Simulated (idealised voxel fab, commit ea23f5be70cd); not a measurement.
process module | voxel transistor to metal
Square cell edge 5 nm, section width 285 nm, ID cut.
A cross-section is written here as square cells arranged in a grid, and it is given in bands from the top down, each band taking up one or more rows of cells.
Quick guide to a band line: top height, bottom height (nm) up front; then every material left to right with its width in nm. Only one material and it's marked "all across"? Then it fills the band edge to edge. And "empty" just means empty space.
Heights are expressed relative to 0, this being the level below which the as-received wafer comprises one material exclusively. The lowest band is unbounded in the downward direction and is denoted as in "0 and below".
The notation "30..40" denotes a width that varies across the rows of cells in the band, beginning at the first number in the top row, finishing at the second number in the bottom row, and changing by an identical amount from each row to the next.
"nothing was modified" for a step: no cell of the cross-section changed in that step.
Each empty space that has no open way to the top and spans at least 8 cells appears under "Tabulated closed voids" as width x height at distance, the distance counted from the left edge, all in nm.
Post-settings text on a step line: simulator's own remark regarding the step.
overlay nm: how far to the right of its planned place the mask lay on this masked step (negative: to the left).
If you're wondering how to read the rest of this, here's the deal. It's pairs of cross-sections: one from before a process step, one from after it. The after one is only drawn as far down as the lowest band that changed. Right under each pair you'll see which step sits between them and what its settings were. Don't read the pairs as one continuous story, though. They can come from different runs of this module on the same starting wafer, and a pair only carries on from the one above it where its entry headed "Status before step" says so.
**Status before step**
* 120 down to 115  Cu all across
* 115 down to 110  50 nm TiN  5 nm Cu  110 nm TiN  5 nm Cu  115 nm TiN
* 110 down to 105  45 nm lowk  5 nm TiN  5 nm Cu  5 nm TiN  100 nm lowk  5 nm TiN  5 nm Cu  5 nm TiN  110 nm lowk
* 105 down to 100  45 nm lowk  15 nm TiN  100 nm lowk  15 nm TiN  110 nm lowk
* 100 down to 85  aC all across
* 85 down to 80  SiCN all across
* 80 down to 65  45 nm lowk  5 nm TiN  5 nm W  5 nm TiN  50 nm lowk  5 nm TiN  5 nm W  5 nm TiN  35 nm lowk  5 nm TiN  5 nm W  5 nm TiN  50 nm lowk  5 nm TiN  5 nm W  5 nm TiN  45 nm lowk
* 65 down to 60  45 nm SiCN  15 nm TiN  50 nm SiCN  15 nm TiN  35 nm SiCN  15 nm TiN  50 nm SiCN  15 nm TiN  45 nm SiCN
* 60 down to 45  45 nm SiO2  5 nm TiN  5 nm Ru  5 nm TiN  50 nm SiO2  5 nm TiN  5 nm Ru  5 nm TiN  35 nm SiO2  5 nm TiN  5 nm Ru  5 nm TiN  50 nm SiO2  5 nm TiN  5 nm Ru  5 nm TiN  45 nm SiO2
* 45 down to 30  45 nm SiO2  5 nm TiN  5 nm Ru  5 nm TiN  5 nm SiO2  5 nm SiN  5 nm SiO2  20 nm SiCN  5 nm SiO2  5 nm SiN  5 nm SiO2  5 nm TiN  5 nm Ru  5 nm TiN  35 nm SiO2  5 nm TiN  5 nm Ru  5 nm TiN  5 nm SiO2  5 nm SiN  5 nm SiO2  20 nm SiCN  5 nm SiO2  5 nm SiN  5 nm SiO2  5 nm TiN  5 nm Ru  5 nm TiN  45 nm SiO2
* 30 down to 15  45 nm SiO2  5 nm TiN  5 nm Ru  5 nm TiN  5 nm SiO2  5 nm SiN  5 nm SiO2  20 nm polySi  5 nm SiO2  5 nm SiN  5 nm SiO2  5 nm TiN  5 nm Ru  5 nm TiN  35 nm SiO2  5 nm TiN  5 nm Ru  5 nm TiN  5 nm SiO2  5 nm SiN  5 nm SiO2  20 nm polySi  5 nm SiO2  5 nm SiN  5 nm SiO2  5 nm TiN  5 nm Ru  5 nm TiN  45 nm SiO2
* 15 down to 10  45 nm SiO2  15 nm TiN  5 nm SiO2  5 nm SiN  5 nm SiO2  20 nm polySi  5 nm SiO2  5 nm SiN  5 nm SiO2  15 nm TiN  35 nm SiO2  15 nm TiN  5 nm SiO2  5 nm SiN  5 nm SiO2  20 nm polySi  5 nm SiO2  5 nm SiN  5 nm SiO2  15 nm TiN  45 nm SiO2
* 10 down to 0  45 nm SiO2  5 nm TiN  15 nm SiGe  5 nm SiN  5 nm SiO2  20 nm polySi  5 nm SiO2  5 nm SiN  15 nm SiGe  5 nm TiN  35 nm SiO2  5 nm TiN  15 nm SiGe  5 nm SiN  5 nm SiO2  20 nm polySi  5 nm SiO2  5 nm SiN  15 nm SiGe  5 nm TiN  45 nm SiO2
* 0 down to -5  35 nm SiO2  30 nm SiGe  40 nm SiO2  30 nm SiGe  15 nm SiO2  30 nm SiGe  40 nm SiO2  30 nm SiGe  35 nm SiO2
* -5 down to -15  40 nm SiO2  25 nm SiGe  40 nm Si  25 nm SiGe  25 nm SiO2  25 nm SiGe  40 nm Si  25 nm SiGe  40 nm SiO2
* -15 down to -25  40 nm SiO2  90 nm Si  25 nm SiO2  90 nm Si  40 nm SiO2
* -25 and below  Si all across
* Tabulated closed voids: none
**Cut View, Post-Step**
* 115 down to 110  50 nm TiN  5 nm Cu  110 nm TiN  5 nm Cu  115 nm TiN
* Anything lower than 110 is untouched.
* Tabulated closed voids: none
What sits between those two cross-sections? CMP | height nm 115
Status before step: This step starts from the configuration shown after the step in the pair immediately above.
**Cut View, Post-Step**
* 120 down to 115  SiN all across
* Anything lower than 115 is untouched.
* Tabulated closed voids: none
What sits between those two cross-sections? CONFORMAL_DEP | material SiN | thk nm 5
**Status before step**
* 50 down to 45  70 nm empty  30 nm SiO2  85 nm empty  30 nm SiO2  70 nm empty
* 45 down to 30  70 nm empty  5 nm SiO2  20 nm SiCN  5 nm SiO2  85 nm empty  5 nm SiO2  20 nm SiCN  5 nm SiO2  70 nm empty
* 30 down to 5  70 nm empty  5 nm SiO2  20 nm polySi  5 nm SiO2  85 nm empty  5 nm SiO2  20 nm polySi  5 nm SiO2  70 nm empty
* 5 down to 0  75 nm SiO2  20 nm polySi  95 nm SiO2  20 nm polySi  75 nm SiO2
* 0 down to -5  SiO2 all across
* -5 down to -25  40 nm SiO2  90 nm Si  25 nm SiO2  90 nm Si  40 nm SiO2
* -25 and below  Si all across
* Tabulated closed voids: none
**Cut View, Post-Step**
* 45 down to 35  75 nm empty  20 nm SiCN  95 nm empty  20 nm SiCN  75 nm empty
* 35 down to 30  70 nm empty  5 nm SiO2  20 nm SiCN  5 nm SiO2  85 nm empty  5 nm SiO2  20 nm SiCN  5 nm SiO2  70 nm empty
* 30 down to 0  70 nm empty  5 nm SiO2  20 nm polySi  5 nm SiO2  85 nm empty  5 nm SiO2  20 nm polySi  5 nm SiO2  70 nm empty
* 0 down to -5  70 nm empty  30 nm SiO2  85 nm empty  30 nm SiO2  70 nm empty
* -5 down to -10  40 nm empty  90 nm Si  25 nm empty  90 nm Si  40 nm empty
* Anything lower than -10 is untouched.
* Tabulated closed voids: none
What sits between those two cross-sections? DIRECTIONAL_ETCH | etch materials SiO2 | depth nm 15
Status before step: This step starts from the configuration shown after the step in the pair immediately above.
**Cut View, Post-Step**
* 50 down to 45  70 nm empty  30 nm SiN  85 nm empty  30 nm SiN  70 nm empty
* 45 down to 35  70..65 nm empty  5..10 nm SiN  20 nm SiCN  5..10 nm SiN  85..75 nm empty  5..10 nm SiN  20 nm SiCN  5..10 nm SiN  70..65 nm empty
* 35 down to 30  65 nm empty  5 nm SiN  5 nm SiO2  20 nm SiCN  5 nm SiO2  5 nm SiN  75 nm empty  5 nm SiN  5 nm SiO2  20 nm SiCN  5 nm SiO2  5 nm SiN  65 nm empty
* 30 down to 0  65 nm empty  5 nm SiN  5 nm SiO2  20 nm polySi  5 nm SiO2  5 nm SiN  75 nm empty  5 nm SiN  5 nm SiO2  20 nm polySi  5 nm SiO2  5 nm SiN  65 nm empty
* 0 down to -5  35 nm empty  35 nm SiN  30 nm SiO2  35 nm SiN  15 nm empty  35 nm SiN  30 nm SiO2  35 nm SiN  35 nm empty
* -5 down to -10  40 nm SiN  90 nm Si  25 nm SiN  90 nm Si  40 nm SiN
* Anything lower than -10 is untouched.
* Tabulated closed voids: none
What sits between those two cross-sections? CONFORMAL_DEP | material SiN | thk nm 5
Status before step: This step starts from the configuration shown after the step in the pair immediately above.
**Cut View, Post-Step**
* 45 down to 35  70 nm empty  5 nm SiN  20 nm SiCN  5 nm SiN  85 nm empty  5 nm SiN  20 nm SiCN  5 nm SiN  70 nm empty
* 35 down to 30  65 nm empty  5 nm SiN  5 nm SiO2  20 nm SiCN  5 nm SiO2  5 nm SiN  75 nm empty  5 nm SiN  5 nm SiO2  20 nm SiCN  5 nm SiO2  5 nm SiN  65 nm empty
* 30 down to 0  65 nm empty  5 nm SiN  5 nm SiO2  20 nm polySi  5 nm SiO2  5 nm SiN  75 nm empty  5 nm SiN  5 nm SiO2  20 nm polySi  5 nm SiO2  5 nm SiN  65 nm empty
* 0 down to -5  65 nm empty  5 nm SiN  30 nm SiO2  5 nm SiN  75 nm empty  5 nm SiN  30 nm SiO2  5 nm SiN  65 nm empty
* -5 down to -10  35 nm empty  5 nm SiN  90 nm Si  5 nm SiN  15 nm empty  5 nm SiN  90 nm Si  5 nm SiN  35 nm empty
* Anything lower than -10 is untouched.
* Tabulated closed voids: none
What sits between those two cross-sections? DIRECTIONAL_ETCH | etch materials SiN | depth nm 5
Status before step: This step starts from the configuration shown after the step in the pair immediately above.
**Cut View, Post-Step**
* 45 down to 35  70 nm empty  5 nm SiN  20 nm SiCN  5 nm SiN  85 nm empty  5 nm SiN  20 nm SiCN  5 nm SiN  70 nm empty
* 35 down to 30  65 nm empty  5 nm SiN  5 nm SiO2  20 nm SiCN  5 nm SiO2  5 nm SiN  75 nm empty  5 nm SiN  5 nm SiO2  20 nm SiCN  5 nm SiO2  5 nm SiN  65 nm empty
* 30 down to 0  65 nm empty  5 nm SiN  5 nm SiO2  20 nm polySi  5 nm SiO2  5 nm SiN  75 nm empty  5 nm SiN  5 nm SiO2  20 nm polySi  5 nm SiO2  5 nm SiN  65 nm empty
* 0 down to -5  65 nm empty  5 nm SiN  30 nm SiO2  5 nm SiN  75 nm empty  5 nm SiN  30 nm SiO2  5 nm SiN  65 nm empty
* -5 down to -10  35 nm empty  5 nm SiN  90 nm Si  5 nm SiN  15 nm empty  5 nm SiN  90 nm Si  5 nm SiN  35 nm empty
* -10 down to -15  35 nm empty  5 nm SiO2  90 nm Si  5 nm SiO2  15 nm empty  5 nm SiO2  90 nm Si  5 nm SiO2  35 nm empty
* Anything lower than -15 is untouched.
* Tabulated closed voids: none
What sits between those two cross-sections? DIRECTIONAL_ETCH | etch materials SiO2 | depth nm 5
Status before step: This step starts from the configuration shown after the step in the pair immediately above.
**Cut View, Post-Step**
* 45 down to 35  70 nm empty  5 nm SiN  20 nm SiCN  5 nm SiN  85 nm empty  5 nm SiN  20 nm SiCN  5 nm SiN  70 nm empty
* 35 down to 30  65 nm empty  5 nm SiN  5 nm SiO2  20 nm SiCN  5 nm SiO2  5 nm SiN  75 nm empty  5 nm SiN  5 nm SiO2  20 nm SiCN  5 nm SiO2  5 nm SiN  65 nm empty
* 30 down to 0  65 nm empty  5 nm SiN  5 nm SiO2  20 nm polySi  5 nm SiO2  5 nm SiN  75 nm empty  5 nm SiN  5 nm SiO2  20 nm polySi  5 nm SiO2  5 nm SiN  65 nm empty
* 0 down to -5  65 nm empty  5 nm SiN  30 nm SiO2  5 nm SiN  75 nm empty  5 nm SiN  30 nm SiO2  5 nm SiN  65 nm empty
* -5 down to -10  35 nm empty  5 nm SiN  25 nm empty  40 nm Si  25 nm empty  5 nm SiN  15 nm empty  5 nm SiN  25 nm empty  40 nm Si  25 nm empty  5 nm SiN  35 nm empty
* -10 down to -15  35 nm empty  5 nm SiO2  25 nm empty  40 nm Si  25 nm empty  5 nm SiO2  15 nm empty  5 nm SiO2  25 nm empty  40 nm Si  25 nm empty  5 nm SiO2  35 nm empty
* Anything lower than -15 is untouched.
* Tabulated closed voids: none
What sits between those two cross-sections? DIRECTIONAL_ETCH | etch materials Si | depth nm 10
Status before step: This step starts from the configuration shown after the step in the pair immediately above.
**Cut View, Post-Step**
* 45 down to 35  70 nm empty  5 nm SiN  20 nm SiCN  5 nm SiN  85 nm empty  5 nm SiN  20 nm SiCN  5 nm SiN  70 nm empty
* 35 down to 30  65 nm empty  5 nm SiN  5 nm SiO2  20 nm SiCN  5 nm SiO2  5 nm SiN  75 nm empty  5 nm SiN  5 nm SiO2  20 nm SiCN  5 nm SiO2  5 nm SiN  65 nm empty
* 30 down to 10  65 nm empty  5 nm SiN  5 nm SiO2  20 nm polySi  5 nm SiO2  5 nm SiN  75 nm empty  5 nm SiN  5 nm SiO2  20 nm polySi  5 nm SiO2  5 nm SiN  65 nm empty
* 10 down to 0  50 nm empty  15 nm SiGe  5 nm SiN  5 nm SiO2  20 nm polySi  5 nm SiO2  5 nm SiN  15 nm SiGe  45 nm empty  15 nm SiGe  5 nm SiN  5 nm SiO2  20 nm polySi  5 nm SiO2  5 nm SiN  15 nm SiGe  50 nm empty
* 0 down to -5  35 nm empty  30 nm SiGe  5 nm SiN  30 nm SiO2  5 nm SiN  30 nm SiGe  15 nm empty  30 nm SiGe  5 nm SiN  30 nm SiO2  5 nm SiN  30 nm SiGe  35 nm empty
* -5 down to -10  35 nm empty  5 nm SiN  25 nm SiGe  40 nm Si  25 nm SiGe  5 nm SiN  15 nm empty  5 nm SiN  25 nm SiGe  40 nm Si  25 nm SiGe  5 nm SiN  35 nm empty
* -10 down to -15  35 nm empty  5 nm SiO2  25 nm SiGe  40 nm Si  25 nm SiGe  5 nm SiO2  15 nm empty  5 nm SiO2  25 nm SiGe  40 nm Si  25 nm SiGe  5 nm SiO2  35 nm empty
* Anything lower than -15 is untouched.
* Tabulated closed voids: none
What sits between those two cross-sections? EPI | material SiGe | thk nm 15
Status before step: This step starts from the configuration shown after the step in the pair immediately above.
**Cut View, Post-Step**
* 50 down to 45  SiO2 all across
* 45 down to 35  70 nm SiO2  5 nm SiN  20 nm SiCN  5 nm SiN  85 nm SiO2  5 nm SiN  20 nm SiCN  5 nm SiN  70 nm SiO2
* 35 down to 30  65 nm SiO2  5 nm SiN  5 nm SiO2  20 nm SiCN  5 nm SiO2  5 nm SiN  75 nm SiO2  5 nm SiN  5 nm SiO2  20 nm SiCN  5 nm SiO2  5 nm SiN  65 nm SiO2
* 30 down to 10  65 nm SiO2  5 nm SiN  5 nm SiO2  20 nm polySi  5 nm SiO2  5 nm SiN  75 nm SiO2  5 nm SiN  5 nm SiO2  20 nm polySi  5 nm SiO2  5 nm SiN  65 nm SiO2
* 10 down to 0  50 nm SiO2  15 nm SiGe  5 nm SiN  5 nm SiO2  20 nm polySi  5 nm SiO2  5 nm SiN  15 nm SiGe  45 nm SiO2  15 nm SiGe  5 nm SiN  5 nm SiO2  20 nm polySi  5 nm SiO2  5 nm SiN  15 nm SiGe  50 nm SiO2
* 0 down to -5  35 nm SiO2  30 nm SiGe  5 nm SiN  30 nm SiO2  5 nm SiN  30 nm SiGe  15 nm SiO2  30 nm SiGe  5 nm SiN  30 nm SiO2  5 nm SiN  30 nm SiGe  35 nm SiO2
* -5 down to -10  35 nm SiO2  5 nm SiN  25 nm SiGe  40 nm Si  25 nm SiGe  5 nm SiN  15 nm SiO2  5 nm SiN  25 nm SiGe  40 nm Si  25 nm SiGe  5 nm SiN  35 nm SiO2
* -10 down to -15  40 nm SiO2  25 nm SiGe  40 nm Si  25 nm SiGe  25 nm SiO2  25 nm SiGe  40 nm Si  25 nm SiGe  40 nm SiO2
* Anything lower than -15 is untouched.
* Tabulated closed voids: none
What sits between those two cross-sections? FILL_DEP | material SiO2 | thk nm 5
Status before step: This step starts from the configuration shown after the step in the pair immediately above.
**Cut View, Post-Step**
* 45 down to 35  70 nm SiO2  5 nm SiN  20 nm SiCN  5 nm SiN  85 nm SiO2  5 nm SiN  20 nm SiCN  5 nm SiN  70 nm SiO2
* Anything lower than 35 is untouched.
* Tabulated closed voids: none
What sits between those two cross-sections? CMP | height nm 45
Status before step: This step starts from the configuration shown after the step in the pair immediately above.
**Cut View, Post-Step**
* 60 down to 45  SiO2 all across
* Anything lower than 45 is untouched.
* Tabulated closed voids: none
What sits between those two cross-sections? DIRECTIONAL_DEP | material SiO2 | thk nm 15
Status before step: This step starts from the configuration shown after the step in the pair immediately above.
**Cut View, Post-Step**
* 80 down to 60  45 nm resist  15 nm empty  50 nm resist  15 nm empty  35 nm resist  15 nm empty  50 nm resist  15 nm empty  45 nm resist
* Anything lower than 60 is untouched.
* Tabulated closed voids: none
What sits between those two cross-sections? PATTERN | tone open | mask id CONTACT | material resist | width nm 15 | thk nm 20 | overlay nm 0
Status before step: This step starts from the configuration shown after the step in the pair immediately above.
**Cut View, Post-Step**
* 80 down to 60  45 nm resist  15 nm empty  50 nm resist  15 nm empty  35 nm resist  15 nm empty  50 nm resist  15 nm empty  45 nm resist
* 60 down to 45  45 nm SiO2  15 nm empty  50 nm SiO2  15 nm empty  35 nm SiO2  15 nm empty  50 nm SiO2  15 nm empty  45 nm SiO2
* 45 down to 35  45 nm SiO2  15 nm empty  10 nm SiO2  5 nm SiN  20 nm SiCN  5 nm SiN  10 nm SiO2  15 nm empty  35 nm SiO2  15 nm empty  10 nm SiO2  5 nm SiN  20 nm SiCN  5 nm SiN  10 nm SiO2  15 nm empty  45 nm SiO2
* 35 down to 30  45 nm SiO2  15 nm empty  5 nm SiO2  5 nm SiN  5 nm SiO2  20 nm SiCN  5 nm SiO2  5 nm SiN  5 nm SiO2  15 nm empty  35 nm SiO2  15 nm empty  5 nm SiO2  5 nm SiN  5 nm SiO2  20 nm SiCN  5 nm SiO2  5 nm SiN  5 nm SiO2  15 nm empty  45 nm SiO2
* 30 down to 10  45 nm SiO2  15 nm empty  5 nm SiO2  5 nm SiN  5 nm SiO2  20 nm polySi  5 nm SiO2  5 nm SiN  5 nm SiO2  15 nm empty  35 nm SiO2  15 nm empty  5 nm SiO2  5 nm SiN  5 nm SiO2  20 nm polySi  5 nm SiO2  5 nm SiN  5 nm SiO2  15 nm empty  45 nm SiO2
* 10 down to 0  45 nm SiO2  5 nm empty  15 nm SiGe  5 nm SiN  5 nm SiO2  20 nm polySi  5 nm SiO2  5 nm SiN  15 nm SiGe  5 nm empty  35 nm SiO2  5 nm empty  15 nm SiGe  5 nm SiN  5 nm SiO2  20 nm polySi  5 nm SiO2  5 nm SiN  15 nm SiGe  5 nm empty  45 nm SiO2
* Anything lower than 0 is untouched.
* Tabulated closed voids: none
What sits between those two cross-sections? DIRECTIONAL_ETCH | etch materials SiO2 | depth nm 60
Status before step: This step starts from the configuration shown after the step in the pair immediately above.
**Cut View, Post-Step**
* 60 down to 45  45 nm SiO2  15 nm empty  50 nm SiO2  15 nm empty  35 nm SiO2  15 nm empty  50 nm SiO2  15 nm empty  45 nm SiO2
* Anything lower than 45 is untouched.
* Tabulated closed voids: none
What sits between those two cross-sections? STRIP | etch materials resist
Status before step: This step starts from the configuration shown after the step in the pair immediately above.
**Cut View, Post-Step**
* 65 down to 60  50 nm TiN  5 nm empty  60 nm TiN  5 nm empty  45 nm TiN  5 nm empty  60 nm TiN  5 nm empty  50 nm TiN
* 60 down to 45  45 nm SiO2  5 nm TiN  5 nm empty  5 nm TiN  50 nm SiO2  5 nm TiN  5 nm empty  5 nm TiN  35 nm SiO2  5 nm TiN  5 nm empty  5 nm TiN  50 nm SiO2  5 nm TiN  5 nm empty  5 nm TiN  45 nm SiO2
* 45 down to 35  45 nm SiO2  5 nm TiN  5 nm empty  5 nm TiN  10 nm SiO2  5 nm SiN  20 nm SiCN  5 nm SiN  10 nm SiO2  5 nm TiN  5 nm empty  5 nm TiN  35 nm SiO2  5 nm TiN  5 nm empty  5 nm TiN  10 nm SiO2  5 nm SiN  20 nm SiCN  5 nm SiN  10 nm SiO2  5 nm TiN  5 nm empty  5 nm TiN  45 nm SiO2
* 35 down to 30  45 nm SiO2  5 nm TiN  5 nm empty  5 nm TiN  5 nm SiO2  5 nm SiN  5 nm SiO2  20 nm SiCN  5 nm SiO2  5 nm SiN  5 nm SiO2  5 nm TiN  5 nm empty  5 nm TiN  35 nm SiO2  5 nm TiN  5 nm empty  5 nm TiN  5 nm SiO2  5 nm SiN  5 nm SiO2  20 nm SiCN  5 nm SiO2  5 nm SiN  5 nm SiO2  5 nm TiN  5 nm empty  5 nm TiN  45 nm SiO2
* 30 down to 15  45 nm SiO2  5 nm TiN  5 nm empty  5 nm TiN  5 nm SiO2  5 nm SiN  5 nm SiO2  20 nm polySi  5 nm SiO2  5 nm SiN  5 nm SiO2  5 nm TiN  5 nm empty  5 nm TiN  35 nm SiO2  5 nm TiN  5 nm empty  5 nm TiN  5 nm SiO2  5 nm SiN  5 nm SiO2  20 nm polySi  5 nm SiO2  5 nm SiN  5 nm SiO2  5 nm TiN  5 nm empty  5 nm TiN  45 nm SiO2
* 15 down to 10  45 nm SiO2  15 nm TiN  5 nm SiO2  5 nm SiN  5 nm SiO2  20 nm polySi  5 nm SiO2  5 nm SiN  5 nm SiO2  15 nm TiN  35 nm SiO2  15 nm TiN  5 nm SiO2  5 nm SiN  5 nm SiO2  20 nm polySi  5 nm SiO2  5 nm SiN  5 nm SiO2  15 nm TiN  45 nm SiO2
* 10 down to 0  45 nm SiO2  5 nm TiN  15 nm SiGe  5 nm SiN  5 nm SiO2  20 nm polySi  5 nm SiO2  5 nm SiN  15 nm SiGe  5 nm TiN  35 nm SiO2  5 nm TiN  15 nm SiGe  5 nm SiN  5 nm SiO2  20 nm polySi  5 nm SiO2  5 nm SiN  15 nm SiGe  5 nm TiN  45 nm SiO2
* Anything lower than 0 is untouched.
* Tabulated closed voids: none
What sits between those two cross-sections? CONFORMAL_DEP | material TiN | thk nm 5
Status before step: This step starts from the configuration shown after the step in the pair immediately above.
**Cut View, Post-Step**
* 75 down to 65  Ru all across
* 65 down to 60  50 nm TiN  5 nm Ru  60 nm TiN  5 nm Ru  45 nm TiN  5 nm Ru  60 nm TiN  5 nm Ru  50 nm TiN
* 60 down to 45  45 nm SiO2  5 nm TiN  5 nm Ru  5 nm TiN  50 nm SiO2  5 nm TiN  5 nm Ru  5 nm TiN  35 nm SiO2  5 nm TiN  5 nm Ru  5 nm TiN  50 nm SiO2  5 nm TiN  5 nm Ru  5 nm TiN  45 nm SiO2
* 45 down to 35  45 nm SiO2  5 nm TiN  5 nm Ru  5 nm TiN  10 nm SiO2  5 nm SiN  20 nm SiCN  5 nm SiN  10 nm SiO2  5 nm TiN  5 nm Ru  5 nm TiN  35 nm SiO2  5 nm TiN  5 nm Ru  5 nm TiN  10 nm SiO2  5 nm SiN  20 nm SiCN  5 nm SiN  10 nm SiO2  5 nm TiN  5 nm Ru  5 nm TiN  45 nm SiO2
* 35 down to 30  45 nm SiO2  5 nm TiN  5 nm Ru  5 nm TiN  5 nm SiO2  5 nm SiN  5 nm SiO2  20 nm SiCN  5 nm SiO2  5 nm SiN  5 nm SiO2  5 nm TiN  5 nm Ru  5 nm TiN  35 nm SiO2  5 nm TiN  5 nm Ru  5 nm TiN  5 nm SiO2  5 nm SiN  5 nm SiO2  20 nm SiCN  5 nm SiO2  5 nm SiN  5 nm SiO2  5 nm TiN  5 nm Ru  5 nm TiN  45 nm SiO2
* 30 down to 15  45 nm SiO2  5 nm TiN  5 nm Ru  5 nm TiN  5 nm SiO2  5 nm SiN  5 nm SiO2  20 nm polySi  5 nm SiO2  5 nm SiN  5 nm SiO2  5 nm TiN  5 nm Ru  5 nm TiN  35 nm SiO2  5 nm TiN  5 nm Ru  5 nm TiN  5 nm SiO2  5 nm SiN  5 nm SiO2  20 nm polySi  5 nm SiO2  5 nm SiN  5 nm SiO2  5 nm TiN  5 nm Ru  5 nm TiN  45 nm SiO2
* Anything lower than 15 is untouched.
* Tabulated closed voids: none
What sits between those two cross-sections? FILL_DEP | material Ru | thk nm 10
Status before step: This step starts from the configuration shown after the step in the pair immediately above.
**Cut View, Post-Step**
* 60 down to 45  45 nm SiO2  5 nm TiN  5 nm Ru  5 nm TiN  50 nm SiO2  5 nm TiN  5 nm Ru  5 nm TiN  35 nm SiO2  5 nm TiN  5 nm Ru  5 nm TiN  50 nm SiO2  5 nm TiN  5 nm Ru  5 nm TiN  45 nm SiO2
* Anything lower than 45 is untouched.
* Tabulated closed voids: none
What sits between those two cross-sections? CMP | height nm 60
Status before step: This step starts from the configuration shown after the step in the pair immediately above.
**Cut View, Post-Step**
* 65 down to 60  SiCN all across
* Anything lower than 60 is untouched.
* Tabulated closed voids: none
What sits between those two cross-sections? CONFORMAL_DEP | material SiCN | thk nm 5
Status before step: This step starts from the configuration shown after the step in the pair immediately above.
**Cut View, Post-Step**
* 80 down to 65  lowk all across
* Anything lower than 65 is untouched.
* Tabulated closed voids: none
What sits between those two cross-sections? DIRECTIONAL_DEP | material lowk | thk nm 15
Status before step: This step starts from the configuration shown after the step in the pair immediately above.
**Cut View, Post-Step**
* 95 down to 80  45 nm resist  15 nm empty  50 nm resist  15 nm empty  35 nm resist  15 nm empty  50 nm resist  15 nm empty  45 nm resist
* Anything lower than 80 is untouched.
* Tabulated closed voids: none
What sits between those two cross-sections? PATTERN | tone open | mask id METAL_1 | material resist | width nm 15 | thk nm 15 | overlay nm 0
Status before step: This step starts from the configuration shown after the step in the pair immediately above.
**Cut View, Post-Step**
* 95 down to 80  45 nm resist  15 nm empty  50 nm resist  15 nm empty  35 nm resist  15 nm empty  50 nm resist  15 nm empty  45 nm resist
* 80 down to 65  45 nm lowk  15 nm empty  50 nm lowk  15 nm empty  35 nm lowk  15 nm empty  50 nm lowk  15 nm empty  45 nm lowk
* Anything lower than 65 is untouched.
* Tabulated closed voids: none
What sits between those two cross-sections? DIRECTIONAL_ETCH | etch materials lowk | depth nm 15
Status before step: This step starts from the configuration shown after the step in the pair immediately above.
**Cut View, Post-Step**
* 95 down to 80  45 nm resist  15 nm empty  50 nm resist  15 nm empty  35 nm resist  15 nm empty  50 nm resist  15 nm empty  45 nm resist
* 80 down to 65  45 nm lowk  15 nm empty  50 nm lowk  15 nm empty  35 nm lowk  15 nm empty  50 nm lowk  15 nm empty  45 nm lowk
* 65 down to 60  45 nm SiCN  15 nm empty  50 nm SiCN  15 nm empty  35 nm SiCN  15 nm empty  50 nm SiCN  15 nm empty  45 nm SiCN
* Anything lower than 60 is untouched.
* Tabulated closed voids: none
What sits between those two cross-sections? DIRECTIONAL_ETCH | etch materials SiCN | depth nm 5
Status before step: This step starts from the configuration shown after the step in the pair immediately above.
**Cut View, Post-Step**
* 80 down to 65  45 nm lowk  15 nm empty  50 nm lowk  15 nm empty  35 nm lowk  15 nm empty  50 nm lowk  15 nm empty  45 nm lowk
* Anything lower than 65 is untouched.
* Tabulated closed voids: none
What sits between those two cross-sections? STRIP | etch materials resist
Status before step: This step starts from the configuration shown after the step in the pair immediately above.
**Cut View, Post-Step**
* 85 down to 80  50 nm TiN  5 nm empty  60 nm TiN  5 nm empty  45 nm TiN  5 nm empty  60 nm TiN  5 nm empty  50 nm TiN
* 80 down to 65  45 nm lowk  5 nm TiN  5 nm empty  5 nm TiN  50 nm lowk  5 nm TiN  5 nm empty  5 nm TiN  35 nm lowk  5 nm TiN  5 nm empty  5 nm TiN  50 nm lowk  5 nm TiN  5 nm empty  5 nm TiN  45 nm lowk
* 65 down to 60  45 nm SiCN  15 nm TiN  50 nm SiCN  15 nm TiN  35 nm SiCN  15 nm TiN  50 nm SiCN  15 nm TiN  45 nm SiCN
* Anything lower than 60 is untouched.
* Tabulated closed voids: none
What sits between those two cross-sections? CONFORMAL_DEP | material TiN | thk nm 5
Status before step: This step starts from the configuration shown after the step in the pair immediately above.
**Cut View, Post-Step**
* 90 down to 85  W all across
* 85 down to 80  50 nm TiN  5 nm W  60 nm TiN  5 nm W  45 nm TiN  5 nm W  60 nm TiN  5 nm W  50 nm TiN
* 80 down to 65  45 nm lowk  5 nm TiN  5 nm W  5 nm TiN  50 nm lowk  5 nm TiN  5 nm W  5 nm TiN  35 nm lowk  5 nm TiN  5 nm W  5 nm TiN  50 nm lowk  5 nm TiN  5 nm W  5 nm TiN  45 nm lowk
* Anything lower than 65 is untouched.
* Tabulated closed voids: none
What sits between those two cross-sections? FILL_DEP | material W | thk nm 5
Status before step: This step starts from the configuration shown after the step in the pair immediately above.
**Cut View, Post-Step**
* 80 down to 65  45 nm lowk  5 nm TiN  5 nm W  5 nm TiN  50 nm lowk  5 nm TiN  5 nm W  5 nm TiN  35 nm lowk  5 nm TiN  5 nm W  5 nm TiN  50 nm lowk  5 nm TiN  5 nm W  5 nm TiN  45 nm lowk
* Anything lower than 65 is untouched.
* Tabulated closed voids: none
What sits between those two cross-sections? CMP | height nm 80
Status before step: This step starts from the configuration shown after the step in the pair immediately above.
**Cut View, Post-Step**
* 85 down to 80  SiCN all across
* Anything lower than 80 is untouched.
* Tabulated closed voids: none
What sits between those two cross-sections? CONFORMAL_DEP | material SiCN | thk nm 5
Status before step: This step starts from the configuration shown after the step in the pair immediately above.
**Cut View, Post-Step**
* 115 down to 85  lowk all across
* Anything lower than 85 is untouched.
* Tabulated closed voids: none
What sits between those two cross-sections? DIRECTIONAL_DEP | material lowk | thk nm 30
Status before step: This step starts from the configuration shown after the step in the pair immediately above.
**Cut View, Post-Step**
* 130 down to 115  aC all across
* Anything lower than 115 is untouched.
* Tabulated closed voids: none
What sits between those two cross-sections? DIRECTIONAL_DEP | material aC | thk nm 15
Status before step: This step starts from the configuration shown after the step in the pair immediately above.
**Cut View, Post-Step**
* 160 down to 130  45 nm resist  15 nm empty  100 nm resist  15 nm empty  110 nm resist
* Anything lower than 130 is untouched.
* Tabulated closed voids: none
What sits between those two cross-sections? PATTERN | tone open | mask id METAL_2 | material resist | width nm 15 | pitch nm 115 | thk nm 30 | overlay nm 0
Status before step: This step starts from the configuration shown after the step in the pair immediately above.
**Cut View, Post-Step**
* 145 down to 130  45 nm resist  15 nm empty  100 nm resist  15 nm empty  110 nm resist
* 130 down to 115  45 nm aC  15 nm empty  100 nm aC  15 nm empty  110 nm aC
* Anything lower than 115 is untouched.
* Tabulated closed voids: none
What sits between those two cross-sections? DIRECTIONAL_ETCH | etch materials aC | depth nm 15
Status before step: This step starts from the configuration shown after the step in the pair immediately above.
**Cut View, Post-Step**
* 130 down to 115  45 nm aC  15 nm empty  100 nm aC  15 nm empty  110 nm aC
* Anything lower than 115 is untouched.
* Tabulated closed voids: none
What sits between those two cross-sections? STRIP | etch materials resist
